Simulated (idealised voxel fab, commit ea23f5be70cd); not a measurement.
Name of the process module below: voxel self aligned vias
FYI the section here is cut, 285 nm wide, cells are 5 nm squares.
Just so we're on the same page, the cross-sections are grids of square cells, and they're listed out in bands top to bottom, each band one or more rows deep. Quick guide to a band line: top height, bottom height (nm) up front; then every material left to right with its width in nm. Only one material and it's marked "throughout"? Then it fills the band edge to edge. And "blank" just means empty space. Heights from 0 (as-received wafer is one material below). Bottom band endless downward, as "from 0 down". Top row gets the first number, bottom row gets the second, and each row in between changes by the same step: that is how a band width like "30->40" works. What does "nothing was modified" mean for a step? It means no cell of the cross-section changed in that step. Reported under the label "Enclosed void list" are the empty spaces having no open way to the top and comprising 8 cells or more; the notation for each is width x height at distance, in which the distance is measured from the left edge and all three values are in nm. Text after the settings on a step's line: the simulator's own remark on that step. "overlay nm" on a masked step: distance the mask lay right of its planned place, negative for left.

**Listed below are the process steps as planned**
| 1 | RECEIVE, material Si |
| 2 | CONFORMAL_DEP, material SiO2, thk nm 15 |
| 3 | CONFORMAL_DEP, material SiCN, thk nm 5 |
| 4 | DIRECTIONAL_DEP, material SiO2, thk nm 25 |
| 5 | DIRECTIONAL_DEP, material aC, thk nm 15 |
| 6 | PATTERN, tone open, mask id LINES, material resist, width nm 25, pitch nm 60, thk nm 35, overlay nm 0 |
| 7 | DIRECTIONAL_ETCH, etch materials aC, depth nm 15 |
| 8 | STRIP, etch materials resist |
| 9 | DIRECTIONAL_ETCH, etch materials SiO2, depth nm 25 |
| 10 | STRIP, etch materials aC |
| 11 | CONFORMAL_DEP, material TiN, thk nm 5 |
| 12 | FILL_DEP, material W, thk nm 5 |
| 13 | CMP, height nm 45 |
| 14 | SELECTIVE_ETCH, etch materials W Ru TiN, depth nm 10 |
| 15 | FILL_DEP, material SiN, thk nm 5 |
| 16 | CMP, height nm 45 |
| 17 | DIRECTIONAL_DEP, material SiO2, thk nm 15 |
| 18 | MASKED_ETCH, tone open, mask id VIAS, width nm 35, etch materials SiO2, depth nm 15, overlay nm 0 |
| 19 | MASKED_ETCH, tone open, mask id VIAS, width nm 35, etch materials SiN, depth nm 10, overlay nm 0 |
| 20 | CONFORMAL_DEP, material TiN, thk nm 5 |
| 21 | FILL_DEP, material Ru, thk nm 5 |
| 22 | CMP, height nm 60 |
| 23 | CONFORMAL_DEP, material SiN, thk nm 5 |

**The first of a set of two wafers, run to plan**

**Cross-section of the wafer as it came to us, i.e., already through step 1**
> from 0 down  Si throughout
> Enclosed void list: none

**So this is the wafer cross-section right after step 2**
> from 15 to 0  SiO2 throughout
> Whatever lies below 0 is exactly as it was before.

**So this is the wafer cross-section right after step 3**
> from 20 to 15  SiCN throughout
> Whatever lies below 15 is exactly as it was before.

**So this is the wafer cross-section right after step 4**
> from 45 to 20  SiO2 throughout
> Whatever lies below 20 is exactly as it was before.

**So this is the wafer cross-section right after step 5**
> from 60 to 45  aC throughout
> Whatever lies below 45 is exactly as it was before.

**So this is the wafer cross-section right after step 6**
> from 95 to 60  resist=100 | blank=25 | resist=35 | blank=25 | resist=100
> Whatever lies below 60 is exactly as it was before.

**So this is the wafer cross-section right after step 7**
> from 80 to 60  resist=100 | blank=25 | resist=35 | blank=25 | resist=100
> from 60 to 45  aC=100 | blank=25 | aC=35 | blank=25 | aC=100
> Whatever lies below 45 is exactly as it was before.

**So this is the wafer cross-section right after step 8**
> from 60 to 45  aC=100 | blank=25 | aC=35 | blank=25 | aC=100
> Whatever lies below 45 is exactly as it was before.

**So this is the wafer cross-section right after step 9**
> from 60 to 45  aC=100 | blank=25 | aC=35 | blank=25 | aC=100
> from 45 to 20  SiO2=100 | blank=25 | SiO2=35 | blank=25 | SiO2=100
> Whatever lies below 20 is exactly as it was before.

**So this is the wafer cross-section right after step 10**
> from 45 to 20  SiO2=100 | blank=25 | SiO2=35 | blank=25 | SiO2=100
> Whatever lies below 20 is exactly as it was before.

**So this is the wafer cross-section right after step 11**
> from 50 to 45  TiN=105 | blank=15 | TiN=45 | blank=15 | TiN=105
> from 45 to 25  SiO2=100 | TiN=5 | blank=15 | TiN=5 | SiO2=35 | TiN=5 | blank=15 | TiN=5 | SiO2=100
> from 25 to 20  SiO2=100 | TiN=25 | SiO2=35 | TiN=25 | SiO2=100
> Whatever lies below 20 is exactly as it was before.

**So this is the wafer cross-section right after step 12**
> from 55 to 50  W throughout
> from 50 to 45  TiN=105 | W=15 | TiN=45 | W=15 | TiN=105
> from 45 to 25  SiO2=100 | TiN=5 | W=15 | TiN=5 | SiO2=35 | TiN=5 | W=15 | TiN=5 | SiO2=100
> Whatever lies below 25 is exactly as it was before.

**So this is the wafer cross-section right after step 13**
> from 45 to 25  SiO2=100 | TiN=5 | W=15 | TiN=5 | SiO2=35 | TiN=5 | W=15 | TiN=5 | SiO2=100
> Whatever lies below 25 is exactly as it was before.

**So this is the wafer cross-section right after step 14**
> from 45 to 35  SiO2=100 | blank=25 | SiO2=35 | blank=25 | SiO2=100
> Whatever lies below 35 is exactly as it was before.

**So this is the wafer cross-section right after step 15**
> from 50 to 45  SiN throughout
> from 45 to 35  SiO2=100 | SiN=25 | SiO2=35 | SiN=25 | SiO2=100
> Whatever lies below 35 is exactly as it was before.

**So this is the wafer cross-section right after step 16**
> from 45 to 35  SiO2=100 | SiN=25 | SiO2=35 | SiN=25 | SiO2=100
> Whatever lies below 35 is exactly as it was before.

**So this is the wafer cross-section right after step 17**
> from 60 to 45  SiO2 throughout
> Whatever lies below 45 is exactly as it was before.

**So this is the wafer cross-section right after step 18**
> from 60 to 45  SiO2=95 | blank=35 | SiO2=155
> Whatever lies below 45 is exactly as it was before.

**So this is the wafer cross-section right after step 19**
> from 60 to 45  SiO2=95 | blank=35 | SiO2=155
> from 45 to 35  SiO2=100 | blank=25 | SiO2=35 | SiN=25 | SiO2=100
> Whatever lies below 35 is exactly as it was before.

**So this is the wafer cross-section right after step 20**
> from 65 to 60  TiN=100 | blank=25 | TiN=160
> from 60 to 50  SiO2=95 | TiN=5 | blank=25 | TiN=5 | SiO2=155
> from 50 to 45  SiO2=95 | TiN=10 | blank=15 | TiN=10 | SiO2=155
> from 45 to 40  SiO2=100 | TiN=5 | blank=15 | TiN=5 | SiO2=35 | SiN=25 | SiO2=100
> from 40 to 35  SiO2=100 | TiN=25 | SiO2=35 | SiN=25 | SiO2=100
> Whatever lies below 35 is exactly as it was before.

**So this is the wafer cross-section right after step 21**
> from 70 to 65  Ru throughout
> from 65 to 60  TiN=100 | Ru=25 | TiN=160
> from 60 to 50  SiO2=95 | TiN=5 | Ru=25 | TiN=5 | SiO2=155
> from 50 to 45  SiO2=95 | TiN=10 | Ru=15 | TiN=10 | SiO2=155
> from 45 to 40  SiO2=100 | TiN=5 | Ru=15 | TiN=5 | SiO2=35 | SiN=25 | SiO2=100
> Whatever lies below 40 is exactly as it was before.

**So this is the wafer cross-section right after step 22**
> from 60 to 50  SiO2=95 | TiN=5 | Ru=25 | TiN=5 | SiO2=155
> Whatever lies below 50 is exactly as it was before.

**So this is the wafer cross-section right after step 23**
> from 65 to 60  SiN throughout
> Whatever lies below 60 is exactly as it was before.

**Companion wafer, the second of two: same beginning, same intended sequence, one mistake in carrying it out; through step 1 inclusive it tracks the first exactly**

**Planned end of step 2: second wafer, cross-section**
> from 30 to 0  SiO2 throughout
> Whatever lies below 0 is exactly as it was before.

**Planned end of step 3: second wafer, cross-section**
> from 35 to 30  SiCN throughout
> Whatever lies below 30 is exactly as it was before.

**Planned end of step 4: second wafer, cross-section**
> from 60 to 35  SiO2 throughout
> Whatever lies below 35 is exactly as it was before.

**Planned end of step 5: second wafer, cross-section**
> from 75 to 60  aC throughout
> Whatever lies below 60 is exactly as it was before.

**Planned end of step 6: second wafer, cross-section**
> from 110 to 75  resist=100 | blank=25 | resist=35 | blank=25 | resist=100
> Whatever lies below 75 is exactly as it was before.

**Planned end of step 7: second wafer, cross-section**
> from 95 to 75  resist=100 | blank=25 | resist=35 | blank=25 | resist=100
> from 75 to 60  aC=100 | blank=25 | aC=35 | blank=25 | aC=100
> Whatever lies below 60 is exactly as it was before.

**Planned end of step 8: second wafer, cross-section**
> from 75 to 60  aC=100 | blank=25 | aC=35 | blank=25 | aC=100
> Whatever lies below 60 is exactly as it was before.

**Planned end of step 9: second wafer, cross-section**
> from 75 to 60  aC=100 | blank=25 | aC=35 | blank=25 | aC=100
> from 60 to 35  SiO2=100 | blank=25 | SiO2=35 | blank=25 | SiO2=100
> Whatever lies below 35 is exactly as it was before.

**Planned end of step 10: second wafer, cross-section**
> from 60 to 35  SiO2=100 | blank=25 | SiO2=35 | blank=25 | SiO2=100
> Whatever lies below 35 is exactly as it was before.

**Planned end of step 11: second wafer, cross-section**
> from 65 to 60  TiN=105 | blank=15 | TiN=45 | blank=15 | TiN=105
> from 60 to 40  SiO2=100 | TiN=5 | blank=15 | TiN=5 | SiO2=35 | TiN=5 | blank=15 | TiN=5 | SiO2=100
> from 40 to 35  SiO2=100 | TiN=25 | SiO2=35 | TiN=25 | SiO2=100
> Whatever lies below 35 is exactly as it was before.

**Planned end of step 12: second wafer, cross-section**
> from 70 to 65  W throughout
> from 65 to 60  TiN=105 | W=15 | TiN=45 | W=15 | TiN=105
> from 60 to 40  SiO2=100 | TiN=5 | W=15 | TiN=5 | SiO2=35 | TiN=5 | W=15 | TiN=5 | SiO2=100
> Whatever lies below 40 is exactly as it was before.

**Planned end of step 13: second wafer, cross-section**
> from 45 to 40  SiO2=100 | TiN=5 | W=15 | TiN=5 | SiO2=35 | TiN=5 | W=15 | TiN=5 | SiO2=100
> Whatever lies below 40 is exactly as it was before.

**Planned end of step 14: second wafer, cross-section**
> from 45 to 35  SiO2=100 | blank=25 | SiO2=35 | blank=25 | SiO2=100
> Whatever lies below 35 is exactly as it was before.

**Planned end of step 15: second wafer, cross-section**
> from 50 to 45  SiN throughout
> from 45 to 35  SiO2=100 | SiN=25 | SiO2=35 | SiN=25 | SiO2=100
> Whatever lies below 35 is exactly as it was before.

**Planned end of step 16: second wafer, cross-section**
> from 45 to 35  SiO2=100 | SiN=25 | SiO2=35 | SiN=25 | SiO2=100
> Whatever lies below 35 is exactly as it was before.

**Planned end of step 17: second wafer, cross-section**
> from 60 to 45  SiO2 throughout
> Whatever lies below 45 is exactly as it was before.

**Planned end of step 18: second wafer, cross-section**
> from 60 to 45  SiO2=95 | blank=35 | SiO2=155
> Whatever lies below 45 is exactly as it was before.

**Planned end of step 19: second wafer, cross-section**
> from 60 to 45  SiO2=95 | blank=35 | SiO2=155
> from 45 to 35  SiO2=100 | blank=25 | SiO2=35 | SiN=25 | SiO2=100
> Whatever lies below 35 is exactly as it was before.

**Planned end of step 20: second wafer, cross-section**
> from 65 to 60  TiN=100 | blank=25 | TiN=160
> from 60 to 50  SiO2=95 | TiN=5 | blank=25 | TiN=5 | SiO2=155
> from 50 to 45  SiO2=95 | TiN=10 | blank=15 | TiN=10 | SiO2=155
> from 45 to 40  SiO2=100 | TiN=5 | blank=15 | TiN=5 | SiO2=35 | SiN=25 | SiO2=100
> from 40 to 35  SiO2=100 | TiN=25 | SiO2=35 | SiN=25 | SiO2=100
> Whatever lies below 35 is exactly as it was before.

**Planned end of step 21: second wafer, cross-section**
> from 70 to 65  Ru throughout
> from 65 to 60  TiN=100 | Ru=25 | TiN=160
> from 60 to 50  SiO2=95 | TiN=5 | Ru=25 | TiN=5 | SiO2=155
> from 50 to 45  SiO2=95 | TiN=10 | Ru=15 | TiN=10 | SiO2=155
> from 45 to 40  SiO2=100 | TiN=5 | Ru=15 | TiN=5 | SiO2=35 | SiN=25 | SiO2=100
> Whatever lies below 40 is exactly as it was before.

**Planned end of step 22: second wafer, cross-section**
> from 60 to 50  SiO2=95 | TiN=5 | Ru=25 | TiN=5 | SiO2=155
> Whatever lies below 50 is exactly as it was before.

**Planned end of step 23: second wafer, cross-section**
> from 65 to 60  SiN throughout
> Whatever lies below 60 is exactly as it was before.
It is concluded that the wafer was processed incorrectly with respect to the plan, in that plan step 2 was twice executed
The final cell counts differ between the wafers, with the second having more or fewer of some materials than the first: 30 more of SiO2, 18 fewer of TiN, 12 fewer of W
